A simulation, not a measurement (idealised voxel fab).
The process module that follows is named voxel fin reveal.
Each square cell in cross-section cut measures 5 nm, and the section as a whole is 165 nm wide.
Square cells in a grid make up a cross-section in this document, and the grid is given as bands, listed from the top down, each one or more rows of cells.
For a band, the entry starts with two heights in nm, that of the top and then that of the bottom, and carries on with the band's materials in order from left to right, each alongside its width in nm; the word "throughout" beside a single material means it fills the band edge to edge, and "empty" means empty space.
Measure heights from 0. That's the level where, below it, the as-received wafer is all one material. The lowest band is bottomless and extends downward; write it as in "0 -> down".
With a width like "30 to 40", each row of cells in the band differs from the next by the same amount, the top row carrying the first number and the bottom row the second.
"no change" -> step changed no cross-section cell.
Heads up: "Closed internal voids" only lists the empty pockets with no open path to the top that are 8 cells or more, and it writes them as width x height at distance, distance from the left edge, in nm.
Where a step's line continues beyond its settings, the continuation is a remark by the simulator itself on that step.
"overlay nm" denotes, for a step that has a mask, the displacement of the mask to the right of its planned place, with negative values corresponding to the left.
Before/after cross-section pairs, one process step each; after shown to lowest changed band; step and settings beneath. Pairs may be from different runs of this module on the same starting wafer; a pair continues from the one above only where its "Pre-step view" entry says so.
[Pre-step view]
0 -> down = Si throughout
Closed internal voids: none
[Sectional View, Post-Process]
5 -> 0 = SiN throughout
Nothing below the height 0 has changed.
Closed internal voids: none
Between the two cross-sections above, the process step reads op CONFORMAL_DEP | material SiN | thk nm 5
Pre-step view: after-step cross-section of the pair just above applies.
[Sectional View, Post-Process]
5 -> 0 = 15 nm empty; 15 nm SiN; 25 nm empty; 15 nm SiN; 25 nm empty; 15 nm SiN; 25 nm empty; 15 nm SiN; 15 nm empty
Nothing below the height 0 has changed.
Closed internal voids: none
Between the two cross-sections above, the process step reads op MASKED_ETCH | tone cover | mask id FINS | width nm 15 | pitch nm 40 | etch materials SiN | depth nm 5 | overlay nm 0
Pre-step view: after-step cross-section of the pair just above applies.
[Sectional View, Post-Process]
5 -> 0 = 15 nm empty; 15 nm SiN; 25 nm empty; 15 nm SiN; 25 nm empty; 15 nm SiN; 25 nm empty; 15 nm SiN; 15 nm empty
0 -> -40 = 15 nm empty; 15 nm Si; 25 nm empty; 15 nm Si; 25 nm empty; 15 nm Si; 25 nm empty; 15 nm Si; 15 nm empty
Nothing below the height -40 has changed.
Closed internal voids: none
Between the two cross-sections above, the process step reads op MASKED_ETCH | tone cover | mask id FINS | width nm 15 | pitch nm 40 | etch materials Si | depth nm 40 | overlay nm 0
Pre-step view: after-step cross-section of the pair just above applies.
[Sectional View, Post-Process]
5 -> 0 = 15 nm empty; 15 nm SiN; 25 nm empty; 15 nm SiN; 25 nm empty; 15 nm SiN; 25 nm empty; 15 nm SiN; 15 nm empty
0 -> -40 = 15 nm empty; 5 nm SiO2; 5 nm Si; 5 nm SiO2; 25 nm empty; 5 nm SiO2; 5 nm Si; 5 nm SiO2; 25 nm empty; 5 nm SiO2; 5 nm Si; 5 nm SiO2; 25 nm empty; 5 nm SiO2; 5 nm Si; 5 nm SiO2; 15 nm empty
-40 -> -45 = 20 nm SiO2; 5 nm Si; 35 nm SiO2; 5 nm Si; 35 nm SiO2; 5 nm Si; 35 nm SiO2; 5 nm Si; 20 nm SiO2
Nothing below the height -45 has changed.
Closed internal voids: none
Between the two cross-sections above, the process step reads op OXIDIZE | depth nm 5
Pre-step view: after-step cross-section of the pair just above applies.
[Sectional View, Post-Process]
10 -> 5 = SiO2 throughout
5 -> 0 = 15 nm SiO2; 15 nm SiN; 25 nm SiO2; 15 nm SiN; 25 nm SiO2; 15 nm SiN; 25 nm SiO2; 15 nm SiN; 15 nm SiO2
0 -> -45 = 20 nm SiO2; 5 nm Si; 35 nm SiO2; 5 nm Si; 35 nm SiO2; 5 nm Si; 35 nm SiO2; 5 nm Si; 20 nm SiO2
Nothing below the height -45 has changed.
Closed internal voids: none
Between the two cross-sections above, the process step reads op FILL_DEP | material SiO2 | thk nm 5
Pre-step view: after-step cross-section of the pair just above applies.
[Sectional View, Post-Process]
5 -> 0 = 15 nm SiO2; 15 nm SiN; 25 nm SiO2; 15 nm SiN; 25 nm SiO2; 15 nm SiN; 25 nm SiO2; 15 nm SiN; 15 nm SiO2
Nothing below the height 0 has changed.
Closed internal voids: none
Between the two cross-sections above, the process step reads op CMP | height nm 5
Pre-step view: after-step cross-section of the pair just above applies.
[Sectional View, Post-Process]
5 -> 0 = 15 nm empty; 15 nm SiN; 25 nm empty; 15 nm SiN; 25 nm empty; 15 nm SiN; 25 nm empty; 15 nm SiN; 15 nm empty
0 -> -25 = 20 nm empty; 5 nm Si; 35 nm empty; 5 nm Si; 35 nm empty; 5 nm Si; 35 nm empty; 5 nm Si; 20 nm empty
Nothing below the height -25 has changed.
Closed internal voids: none
Between the two cross-sections above, the process step reads op SELECTIVE_ETCH | etch materials SiO2 | depth nm 30
Pre-step view: after-step cross-section of the pair just above applies.
[Sectional View, Post-Process]
0 -> -25 = 20 nm empty; 5 nm Si; 35 nm empty; 5 nm Si; 35 nm empty; 5 nm Si; 35 nm empty; 5 nm Si; 20 nm empty
Nothing below the height -25 has changed.
Closed internal voids: none
Between the two cross-sections above, the process step reads op STRIP | etch materials SiN
[Pre-step view]
5 -> 0 = 15 nm empty; 15 nm SiN; 25 nm empty; 15 nm SiN; 25 nm empty; 15 nm SiN; 25 nm empty; 15 nm SiN; 15 nm empty
0 -> -25 = 20 nm empty; 5 nm Si; 35 nm empty; 5 nm Si; 35 nm empty; 5 nm Si; 35 nm empty; 5 nm Si; 20 nm empty
-25 -> -45 = 20 nm SiO2; 5 nm Si; 35 nm SiO2; 5 nm Si; 35 nm SiO2; 5 nm Si; 35 nm SiO2; 5 nm Si; 20 nm SiO2
-45 -> down = Si throughout
Closed internal voids: none
[Sectional View, Post-Process]
5 -> 0 = 15 nm empty; 15 nm SiN; 25 nm empty; 15 nm SiN; 25 nm empty; 15 nm SiN; 25 nm empty; 15 nm SiN; 15 nm empty
0 -> -45 = 20 nm empty; 5 nm Si; 35 nm empty; 5 nm Si; 35 nm empty; 5 nm Si; 35 nm empty; 5 nm Si; 20 nm empty
Nothing below the height -45 has changed.
Closed internal voids: none
Between the two cross-sections above, the process step reads op SELECTIVE_ETCH | etch materials SiO2 | depth nm 30
Pre-step view: after-step cross-section of the pair just above applies.
[Sectional View, Post-Process]
0 -> -45 = 20 nm empty; 5 nm Si; 35 nm empty; 5 nm Si; 35 nm empty; 5 nm Si; 35 nm empty; 5 nm Si; 20 nm empty
Nothing below the height -45 has changed.
Closed internal voids: none
Between the two cross-sections above, the process step reads op STRIP | etch materials SiN
[Pre-step view]
5 -> 0 = 15 nm empty; 15 nm SiN; 25 nm empty; 15 nm SiN; 25 nm empty; 15 nm SiN; 25 nm empty; 15 nm SiN; 15 nm empty
0 -> down = Si throughout
Closed internal voids: none
[Sectional View, Post-Process]
5 -> 0 = 15 nm empty; 15 nm SiN; 25 nm empty; 15 nm SiN; 25 nm empty; 15 nm SiN; 25 nm empty; 15 nm SiN; 15 nm empty
0 -> -30 = 15 nm empty; 15 nm Si; 25 nm empty; 15 nm Si; 25 nm empty; 15 nm Si; 25 nm empty; 15 nm Si; 15 nm empty
Nothing below the height -30 has changed.
Closed internal voids: none
Between the two cross-sections above, the process step reads op MASKED_ETCH | tone cover | mask id FINS | width nm 15 | pitch nm 40 | etch materials Si | depth nm 30 | overlay nm 0
Pre-step view: after-step cross-section of the pair just above applies.
[Sectional View, Post-Process]
5 -> 0 = 15 nm empty; 15 nm SiN; 25 nm empty; 15 nm SiN; 25 nm empty; 15 nm SiN; 25 nm empty; 15 nm SiN; 15 nm empty
0 -> -30 = 15 nm empty; 5 nm SiO2; 5 nm Si; 5 nm SiO2; 25 nm empty; 5 nm SiO2; 5 nm Si; 5 nm SiO2; 25 nm empty; 5 nm SiO2; 5 nm Si; 5 nm SiO2; 25 nm empty; 5 nm SiO2; 5 nm Si; 5 nm SiO2; 15 nm empty
-30 -> -35 = 20 nm SiO2; 5 nm Si; 35 nm SiO2; 5 nm Si; 35 nm SiO2; 5 nm Si; 35 nm SiO2; 5 nm Si; 20 nm SiO2
Nothing below the height -35 has changed.
Closed internal voids: none
Between the two cross-sections above, the process step reads op OXIDIZE | depth nm 5
Pre-step view: after-step cross-section of the pair just above applies.
[Sectional View, Post-Process]
10 -> 5 = SiO2 throughout
5 -> 0 = 15 nm SiO2; 15 nm SiN; 25 nm SiO2; 15 nm SiN; 25 nm SiO2; 15 nm SiN; 25 nm SiO2; 15 nm SiN; 15 nm SiO2
0 -> -35 = 20 nm SiO2; 5 nm Si; 35 nm SiO2; 5 nm Si; 35 nm SiO2; 5 nm Si; 35 nm SiO2; 5 nm Si; 20 nm SiO2
Nothing below the height -35 has changed.
Closed internal voids: none
Between the two cross-sections above, the process step reads op FILL_DEP | material SiO2 | thk nm 5
Pre-step view: after-step cross-section of the pair just above applies.
[Sectional View, Post-Process]
5 -> 0 = 15 nm SiO2; 15 nm SiN; 25 nm SiO2; 15 nm SiN; 25 nm SiO2; 15 nm SiN; 25 nm SiO2; 15 nm SiN; 15 nm SiO2
Nothing below the height 0 has changed.
Closed internal voids: none
Between the two cross-sections above, the process step reads op CMP | height nm 5
Pre-step view: after-step cross-section of the pair just above applies.
[Sectional View, Post-Process]
5 -> 0 = 15 nm empty; 15 nm SiN; 25 nm empty; 15 nm SiN; 25 nm empty; 15 nm SiN; 25 nm empty; 15 nm SiN; 15 nm empty
0 -> -25 = 20 nm empty; 5 nm Si; 35 nm empty; 5 nm Si; 35 nm empty; 5 nm Si; 35 nm empty; 5 nm Si; 20 nm empty
Nothing below the height -25 has changed.
Closed internal voids: none
Between the two cross-sections above, the process step reads op SELECTIVE_ETCH | etch materials SiO2 | depth nm 30
Pre-step view: after-step cross-section of the pair just above applies.
[Sectional View, Post-Process]
0 -> -25 = 20 nm empty; 5 nm Si; 35 nm empty; 5 nm Si; 35 nm empty; 5 nm Si; 35 nm empty; 5 nm Si; 20 nm empty
Nothing below the height -25 has changed.
Closed internal voids: none
Between the two cross-sections above, the process step reads op STRIP | etch materials SiN
[Pre-step view]
5 -> 0 = 15 nm empty; 15 nm SiN; 25 nm empty; 15 nm SiN; 25 nm empty; 15 nm SiN; 25 nm empty; 15 nm SiN; 15 nm empty
0 -> -40 = 15 nm empty; 5 nm SiO2; 5 nm Si; 5 nm SiO2; 25 nm empty; 5 nm SiO2; 5 nm Si; 5 nm SiO2; 25 nm empty; 5 nm SiO2; 5 nm Si; 5 nm SiO2; 25 nm empty; 5 nm SiO2; 5 nm Si; 5 nm SiO2; 15 nm empty
-40 -> -45 = 20 nm SiO2; 5 nm Si; 35 nm SiO2; 5 nm Si; 35 nm SiO2; 5 nm Si; 35 nm SiO2; 5 nm Si; 20 nm SiO2
-45 -> down = Si throughout
Closed internal voids: none
[Sectional View, Post-Process]
10 -> 0 = SiN throughout
0 -> -40 = 15 nm SiN; 5 nm SiO2; 5 nm Si; 5 nm SiO2; 25 nm SiN; 5 nm SiO2; 5 nm Si; 5 nm SiO2; 25 nm SiN; 5 nm SiO2; 5 nm Si; 5 nm SiO2; 25 nm SiN; 5 nm SiO2; 5 nm Si; 5 nm SiO2; 15 nm SiN
Nothing below the height -40 has changed.
Closed internal voids: none
Between the two cross-sections above, the process step reads op FILL_DEP | material SiN | thk nm 5
Pre-step view: after-step cross-section of the pair just above applies.
[Sectional View, Post-Process]
5 -> 0 = SiN throughout
Nothing below the height 0 has changed.
Closed internal voids: none
Between the two cross-sections above, the process step reads op CMP | height nm 5
Pre-step view: after-step cross-section of the pair just above applies.
[Sectional View, Post-Process]
0 -> -40 = 15 nm empty; 5 nm SiO2; 5 nm Si; 5 nm SiO2; 25 nm empty; 5 nm SiO2; 5 nm Si; 5 nm SiO2; 25 nm empty; 5 nm SiO2; 5 nm Si; 5 nm SiO2; 25 nm empty; 5 nm SiO2; 5 nm Si; 5 nm SiO2; 15 nm empty
Nothing below the height -40 has changed.
Closed internal voids: none
Between the two cross-sections above, the process step reads op STRIP | etch materials SiN
[Pre-step view]
5 -> 0 = SiN throughout
0 -> down = Si throughout
Closed internal voids: none
[Sectional View, Post-Process]
5 -> 0 = 15 nm SiN; 15 nm empty; 25 nm SiN; 15 nm empty; 25 nm SiN; 15 nm empty; 25 nm SiN; 15 nm empty; 15 nm SiN
Nothing below the height 0 has changed.
Closed internal voids: none
Between the two cross-sections above, the process step reads op MASKED_ETCH | tone open | mask id FINS | width nm 15 | pitch nm 40 | etch materials SiN | depth nm 5 | overlay nm 0
Pre-step view: after-step cross-section of the pair just above applies.
[Sectional View, Post-Process]
5 -> 0 = 15 nm SiN; 15 nm empty; 25 nm SiN; 15 nm empty; 25 nm SiN; 15 nm empty; 25 nm SiN; 15 nm empty; 15 nm SiN
0 -> -5 = 10 nm Si; 25 nm SiO2; 15 nm Si; 25 nm SiO2; 15 nm Si; 25 nm SiO2; 15 nm Si; 25 nm SiO2; 10 nm Si
Nothing below the height -5 has changed.
Closed internal voids: none
Between the two cross-sections above, the process step reads op OXIDIZE | depth nm 5
Pre-step view: after-step cross-section of the pair just above applies.
[Sectional View, Post-Process]
10 -> 5 = SiO2 throughout
5 -> 0 = 15 nm SiN; 15 nm SiO2; 25 nm SiN; 15 nm SiO2; 25 nm SiN; 15 nm SiO2; 25 nm SiN; 15 nm SiO2; 15 nm SiN
Nothing below the height 0 has changed.
Closed internal voids: none
Between the two cross-sections above, the process step reads op FILL_DEP | material SiO2 | thk nm 5
Pre-step view: after-step cross-section of the pair just above applies.
[Sectional View, Post-Process]
5 -> 0 = 15 nm SiN; 15 nm SiO2; 25 nm SiN; 15 nm SiO2; 25 nm SiN; 15 nm SiO2; 25 nm SiN; 15 nm SiO2; 15 nm SiN
Nothing below the height 0 has changed.
Closed internal voids: none
Between the two cross-sections above, the process step reads op CMP | height nm 5
Pre-step view: after-step cross-section of the pair just above applies.
[Sectional View, Post-Process]
5 -> 0 = 15 nm SiN; 15 nm empty; 25 nm SiN; 15 nm empty; 25 nm SiN; 15 nm empty; 25 nm SiN; 15 nm empty; 15 nm SiN
0 -> -5 = 10 nm Si; 25 nm empty; 15 nm Si; 25 nm empty; 15 nm Si; 25 nm empty; 15 nm Si; 25 nm empty; 10 nm Si
Nothing below the height -5 has changed.
Closed internal voids: none
Between the two cross-sections above, the process step reads op SELECTIVE_ETCH | etch materials SiO2 | depth nm 30
Pre-step view: after-step cross-section of the pair just above applies.
[Sectional View, Post-Process]
0 -> -5 = 10 nm Si; 25 nm empty; 15 nm Si; 25 nm empty; 15 nm Si; 25 nm empty; 15 nm Si; 25 nm empty; 10 nm Si
Nothing below the height -5 has changed.
Closed internal voids: none
Between the two cross-sections above, the process step reads op STRIP | etch materials SiN
